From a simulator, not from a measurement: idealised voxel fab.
This section sets out a process module, namely voxel double patterning.
This is section cut - it's 220 nm across, gridded in 5 nm square cells.
Reading order for cross-sections: top band down to bottom band. Underlying form: a grid of square cells. Band size: one or more rows of cells.
What a band's entry tells you: where the top is and where the bottom is, as heights in nm, and after that what lies inside, material by material from left to right, each with its width in nm. Empty space is written as the word "blank", and a single material marked with the word "full width" occupies the band from edge to edge.
The level at which height equals 0 is the one under which the wafer, as it arrives, is entirely one material. No lower edge exists for the bottom band, which continues downward and is notated as in "0..down".
The two numbers in a width such as "30..40" mark its ends across the band: the first belongs to the top row of cells, the second to the bottom row, and from each row to the next the width moves by the same amount.
"identical to before" (step): cross-section cells unchanged, all of them.
"Closed internal voids" means: voids of 8 cells or more that are shut off from the top with no open way through. Written width x height at distance, distance from the left edge, in nm.
Heads up: the bit after the settings on a step's line is the simulator's remark on that step.
overlay nm: mask offset rightward from planned place, masked step; negative means leftward offset.

## Steps in the process plan
- 1: RECEIVE with material Si
- 2: CONFORMAL_DEP with material SiO2, thk nm 5
- 3: DIRECTIONAL_DEP with material TiN, thk nm 10
- 4: DIRECTIONAL_DEP with material SiCN, thk nm 5
- 5: DIRECTIONAL_DEP with material aC, thk nm 10
- 6: PATTERN with tone open, mask id FIRST, material resist, width nm 15, pitch nm 50, thk nm 25, overlay nm 0
- 7: DIRECTIONAL_ETCH with etch materials aC, depth nm 10
- 8: STRIP with etch materials resist
- 9: DIRECTIONAL_ETCH with etch materials SiCN, depth nm 5
- 10: STRIP with etch materials aC
- 11: MASKED_ETCH with tone open, mask id SECOND, width nm 15, pitch nm 50, etch materials SiCN, depth nm 5, overlay nm 0
- 12: DIRECTIONAL_ETCH with etch materials TiN, depth nm 5
- 13: STRIP with etch materials SiCN
What sets these wafers apart? The depth nm at step 12. They all start alike, and the plan carries the first wafer's value.

## Cross-section, first of several wafers, as delivered after step 1
0..down  Si full width
Closed internal voids: none

## The table below has one row for each wafer; a row shows, as of the end of the module, how many cells of each material the wafer has gained, marked (+), or lost, marked (-), since it was received, and then the wafer's closed voids
depth nm 5; +44 SiO2; +73 TiN; Closed internal voids: none
depth nm 10; +44 SiO2; +58 TiN; Closed internal voids: none
depth nm 15; +44 SiO2; +58 TiN; Closed internal voids: none
depth nm 20; +44 SiO2; +58 TiN; Closed internal voids: none
depth nm 25; +44 SiO2; +58 TiN; Closed internal voids: none
